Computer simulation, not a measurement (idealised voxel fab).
Module name: voxel self aligned vias (process module)
In the cross-section labelled cut, the width is 260 nm and each square cell is 5 nm.
Just so we're on the same page, the cross-sections are grids of square cells, and they're listed out in bands top to bottom, each band one or more rows deep. Within each band entry, the heights of the top and of the bottom of the band appear first, in that order and in nm; the materials of the band then follow from left to right, each with its corresponding width in nm. The designation "throughout" on a single material indicates that it fills the band from edge to edge; the designation "blank" indicates empty space. We count height from 0. Below that, the starting wafer is all one material. The lowest band never ends at the bottom but goes on down; see "0..down" for how that is written. Width: "30 to 40" (first number = top row, second number = bottom row, same change from row to row of cells). "left unchanged", as given for a step, is the statement that not any cell of the cross-section underwent a change during that step. Closed empty spaces (no open way to the top) of 8 cells or more are what "Closed void inventory" lists, each as width x height at distance from the left edge, nm for all three. It should be noted that, on the line of a given step, the content following the step's settings is a remark produced by the simulator itself with respect to that step. A step's line can hold "overlay nm"; with a mask on that step, the setting says how far right of the planned place the mask lay, while a negative setting says it lay to the left.
-- Here's what the planned process steps look like
1,RECEIVE,material Si
2,CONFORMAL_DEP,material SiO2,thk nm 15
3,CONFORMAL_DEP,material SiCN,thk nm 5
4,DIRECTIONAL_DEP,material lowk,thk nm 25
5,DIRECTIONAL_DEP,material aC,thk nm 10
6,PATTERN,tone open,mask id LINES,material resist,width nm 30,pitch nm 65,thk nm 25,overlay nm 0
7,DIRECTIONAL_ETCH,etch materials aC,depth nm 10
8,STRIP,etch materials resist
9,DIRECTIONAL_ETCH,etch materials lowk,depth nm 25
10,STRIP,etch materials aC
11,CONFORMAL_DEP,material TiN,thk nm 5
12,FILL_DEP,material W,thk nm 5
13,CMP,height nm 45
14,SELECTIVE_ETCH,etch materials W Ru TiN,depth nm 10
15,FILL_DEP,material SiN,thk nm 10
16,CMP,height nm 45
17,DIRECTIONAL_DEP,material lowk,thk nm 15
18,PATTERN,tone open,mask id VIAS,material resist,width nm 50,pitch nm 65,thk nm 15,overlay nm 0
19,DIRECTIONAL_ETCH,etch materials lowk,depth nm 15
20,DIRECTIONAL_ETCH,etch materials SiN,depth nm 10
21,STRIP,etch materials resist
22,CONFORMAL_DEP,material TiN,thk nm 5
23,FILL_DEP,material Ru,thk nm 10
24,CMP,height nm 60
25,CONFORMAL_DEP,material SiCN,thk nm 5
-- Run as planned: first of two wafers
-- As received (post step 1): cross-section
  0..down = Si throughout
  Closed void inventory: none
-- Cross-sectional representation of the wafer at the conclusion of step 2
  15..0 = SiO2 throughout
  Below a height of 0, the structure has not been altered.
-- Cross-sectional representation of the wafer at the conclusion of step 3
  20..15 = SiCN throughout
  Below a height of 15, the structure has not been altered.
-- Cross-sectional representation of the wafer at the conclusion of step 4
  45..20 = lowk throughout
  Below a height of 20, the structure has not been altered.
-- Cross-sectional representation of the wafer at the conclusion of step 5
  55..45 = aC throughout
  Below a height of 45, the structure has not been altered.
-- Cross-sectional representation of the wafer at the conclusion of step 6
  80..55 = 80 resist  30 blank  35 resist  30 blank  85 resist
  Below a height of 55, the structure has not been altered.
-- Cross-sectional representation of the wafer at the conclusion of step 7
  70..55 = 80 resist  30 blank  35 resist  30 blank  85 resist
  55..45 = 80 aC  30 blank  35 aC  30 blank  85 aC
  Below a height of 45, the structure has not been altered.
-- Cross-sectional representation of the wafer at the conclusion of step 8
  55..45 = 80 aC  30 blank  35 aC  30 blank  85 aC
  Below a height of 45, the structure has not been altered.
-- Cross-sectional representation of the wafer at the conclusion of step 9
  55..45 = 80 aC  30 blank  35 aC  30 blank  85 aC
  45..20 = 80 lowk  30 blank  35 lowk  30 blank  85 lowk
  Below a height of 20, the structure has not been altered.
-- Cross-sectional representation of the wafer at the conclusion of step 10
  45..20 = 80 lowk  30 blank  35 lowk  30 blank  85 lowk
  Below a height of 20, the structure has not been altered.
-- Cross-sectional representation of the wafer at the conclusion of step 11
  50..45 = 85 TiN  20 blank  45 TiN  20 blank  90 TiN
  45..25 = 80 lowk  5 TiN  20 blank  5 TiN  35 lowk  5 TiN  20 blank  5 TiN  85 lowk
  25..20 = 80 lowk  30 TiN  35 lowk  30 TiN  85 lowk
  Below a height of 20, the structure has not been altered.
-- Cross-sectional representation of the wafer at the conclusion of step 12
  55..50 = W throughout
  50..45 = 85 TiN  20 W  45 TiN  20 W  90 TiN
  45..25 = 80 lowk  5 TiN  20 W  5 TiN  35 lowk  5 TiN  20 W  5 TiN  85 lowk
  Below a height of 25, the structure has not been altered.
-- Cross-sectional representation of the wafer at the conclusion of step 13
  45..25 = 80 lowk  5 TiN  20 W  5 TiN  35 lowk  5 TiN  20 W  5 TiN  85 lowk
  Below a height of 25, the structure has not been altered.
-- Cross-sectional representation of the wafer at the conclusion of step 14
  45..35 = 80 lowk  30 blank  35 lowk  30 blank  85 lowk
  Below a height of 35, the structure has not been altered.
-- Cross-sectional representation of the wafer at the conclusion of step 15
  55..45 = SiN throughout
  45..35 = 80 lowk  30 SiN  35 lowk  30 SiN  85 lowk
  Below a height of 35, the structure has not been altered.
-- Cross-sectional representation of the wafer at the conclusion of step 16
  45..35 = 80 lowk  30 SiN  35 lowk  30 SiN  85 lowk
  Below a height of 35, the structure has not been altered.
-- Cross-sectional representation of the wafer at the conclusion of step 17
  60..45 = lowk throughout
  Below a height of 45, the structure has not been altered.
-- Cross-sectional representation of the wafer at the conclusion of step 18
  75..60 = 70 resist  50 blank  15 resist  50 blank  75 resist
  Below a height of 60, the structure has not been altered.
-- Cross-sectional representation of the wafer at the conclusion of step 19
  75..60 = 70 resist  50 blank  15 resist  50 blank  75 resist
  60..45 = 70 lowk  50 blank  15 lowk  50 blank  75 lowk
  Below a height of 45, the structure has not been altered.
-- Cross-sectional representation of the wafer at the conclusion of step 20
  75..60 = 70 resist  50 blank  15 resist  50 blank  75 resist
  60..45 = 70 lowk  50 blank  15 lowk  50 blank  75 lowk
  45..35 = 80 lowk  30 blank  35 lowk  30 blank  85 lowk
  Below a height of 35, the structure has not been altered.
-- Cross-sectional representation of the wafer at the conclusion of step 21
  60..45 = 70 lowk  50 blank  15 lowk  50 blank  75 lowk
  Below a height of 45, the structure has not been altered.
-- Cross-sectional representation of the wafer at the conclusion of step 22
  65..60 = 75 TiN  40 blank  25 TiN  40 blank  80 TiN
  60..50 = 70 lowk  5 TiN  40 blank  5 TiN  15 lowk  5 TiN  40 blank  5 TiN  75 lowk
  50..40 = 70 to 80 lowk  15 to 5 TiN  20 blank  15 to 5 TiN  15 to 35 lowk  15 to 5 TiN  20 blank  15 to 5 TiN  75 to 85 lowk
  40..35 = 80 lowk  30 TiN  35 lowk  30 TiN  85 lowk
  Below a height of 35, the structure has not been altered.
-- Cross-sectional representation of the wafer at the conclusion of step 23
  75..65 = Ru throughout
  65..60 = 75 TiN  40 Ru  25 TiN  40 Ru  80 TiN
  60..50 = 70 lowk  5 TiN  40 Ru  5 TiN  15 lowk  5 TiN  40 Ru  5 TiN  75 lowk
  50..40 = 70 to 80 lowk  15 to 5 TiN  20 Ru  15 to 5 TiN  15 to 35 lowk  15 to 5 TiN  20 Ru  15 to 5 TiN  75 to 85 lowk
  Below a height of 40, the structure has not been altered.
-- Cross-sectional representation of the wafer at the conclusion of step 24
  60..50 = 70 lowk  5 TiN  40 Ru  5 TiN  15 lowk  5 TiN  40 Ru  5 TiN  75 lowk
  Below a height of 50, the structure has not been altered.
-- Cross-sectional representation of the wafer at the conclusion of step 25
  65..60 = SiCN throughout
  Below a height of 60, the structure has not been altered.
-- Wafer two: like wafer one in start and plan, but with one mistake in execution; identical up to and including step 5
-- Second wafer, section view, time point: scheduled end of step 6
  80..55 = 75 resist  40 blank  25 resist  40 blank  80 resist
  Below a height of 55, the structure has not been altered.
-- Second wafer, section view, time point: scheduled end of step 7
  70..55 = 75 resist  40 blank  25 resist  40 blank  80 resist
  55..45 = 75 aC  40 blank  25 aC  40 blank  80 aC
  Below a height of 45, the structure has not been altered.
-- Second wafer, section view, time point: scheduled end of step 8
  55..45 = 75 aC  40 blank  25 aC  40 blank  80 aC
  Below a height of 45, the structure has not been altered.
-- Second wafer, section view, time point: scheduled end of step 9
  55..45 = 75 aC  40 blank  25 aC  40 blank  80 aC
  45..20 = 75 lowk  40 blank  25 lowk  40 blank  80 lowk
  Below a height of 20, the structure has not been altered.
-- Second wafer, section view, time point: scheduled end of step 10
  45..20 = 75 lowk  40 blank  25 lowk  40 blank  80 lowk
  Below a height of 20, the structure has not been altered.
-- Second wafer, section view, time point: scheduled end of step 11
  50..45 = 80 TiN  30 blank  35 TiN  30 blank  85 TiN
  45..25 = 75 lowk  5 TiN  30 blank  5 TiN  25 lowk  5 TiN  30 blank  5 TiN  80 lowk
  25..20 = 75 lowk  40 TiN  25 lowk  40 TiN  80 lowk
  Below a height of 20, the structure has not been altered.
-- Second wafer, section view, time point: scheduled end of step 12
  55..50 = W throughout
  50..45 = 80 TiN  30 W  35 TiN  30 W  85 TiN
  45..25 = 75 lowk  5 TiN  30 W  5 TiN  25 lowk  5 TiN  30 W  5 TiN  80 lowk
  Below a height of 25, the structure has not been altered.
-- Second wafer, section view, time point: scheduled end of step 13
  45..25 = 75 lowk  5 TiN  30 W  5 TiN  25 lowk  5 TiN  30 W  5 TiN  80 lowk
  Below a height of 25, the structure has not been altered.
-- Second wafer, section view, time point: scheduled end of step 14
  45..35 = 75 lowk  40 blank  25 lowk  40 blank  80 lowk
  Below a height of 35, the structure has not been altered.
-- Second wafer, section view, time point: scheduled end of step 15
  55..45 = SiN throughout
  45..35 = 75 lowk  40 SiN  25 lowk  40 SiN  80 lowk
  Below a height of 35, the structure has not been altered.
-- Second wafer, section view, time point: scheduled end of step 16
  45..35 = 75 lowk  40 SiN  25 lowk  40 SiN  80 lowk
  Below a height of 35, the structure has not been altered.
-- Second wafer, section view, time point: scheduled end of step 17
  60..45 = lowk throughout
  Below a height of 45, the structure has not been altered.
-- Second wafer, section view, time point: scheduled end of step 18
  75..60 = 70 resist  50 blank  15 resist  50 blank  75 resist
  Below a height of 60, the structure has not been altered.
-- Second wafer, section view, time point: scheduled end of step 19
  75..60 = 70 resist  50 blank  15 resist  50 blank  75 resist
  60..45 = 70 lowk  50 blank  15 lowk  50 blank  75 lowk
  Below a height of 45, the structure has not been altered.
-- Second wafer, section view, time point: scheduled end of step 20
  75..60 = 70 resist  50 blank  15 resist  50 blank  75 resist
  60..45 = 70 lowk  50 blank  15 lowk  50 blank  75 lowk
  45..35 = 75 lowk  40 blank  25 lowk  40 blank  80 lowk
  Below a height of 35, the structure has not been altered.
-- Second wafer, section view, time point: scheduled end of step 21
  60..45 = 70 lowk  50 blank  15 lowk  50 blank  75 lowk
  Below a height of 45, the structure has not been altered.
-- Second wafer, section view, time point: scheduled end of step 22
  65..60 = 75 TiN  40 blank  25 TiN  40 blank  80 TiN
  60..50 = 70 lowk  5 TiN  40 blank  5 TiN  15 lowk  5 TiN  40 blank  5 TiN  75 lowk
  50..40 = 70 to 75 lowk  10 to 5 TiN  30 blank  10 to 5 TiN  15 to 25 lowk  10 to 5 TiN  30 blank  10 to 5 TiN  75 to 80 lowk
  40..35 = 75 lowk  40 TiN  25 lowk  40 TiN  80 lowk
  Below a height of 35, the structure has not been altered.
-- Second wafer, section view, time point: scheduled end of step 23
  75..65 = Ru throughout
  65..60 = 75 TiN  40 Ru  25 TiN  40 Ru  80 TiN
  60..50 = 70 lowk  5 TiN  40 Ru  5 TiN  15 lowk  5 TiN  40 Ru  5 TiN  75 lowk
  50..40 = 70 to 75 lowk  10 to 5 TiN  30 Ru  10 to 5 TiN  15 to 25 lowk  10 to 5 TiN  30 Ru  10 to 5 TiN  75 to 80 lowk
  Below a height of 40, the structure has not been altered.
-- Second wafer, section view, time point: scheduled end of step 24
  60..50 = 70 lowk  5 TiN  40 Ru  5 TiN  15 lowk  5 TiN  40 Ru  5 TiN  75 lowk
  Below a height of 50, the structure has not been altered.
-- Second wafer, section view, time point: scheduled end of step 25
  65..60 = SiCN throughout
  Below a height of 60, the structure has not been altered.
Diagnosis: the process deviated at step 6: the operation and settings actually run there were PATTERN,tone open,mask id LINES,material resist,width nm 40,pitch nm 65,thk nm 25,overlay nm 0
Wafer comparison, final, in cells, second relative to first, materials more or fewer: Ru +8, TiN +4, W +8, lowk -20
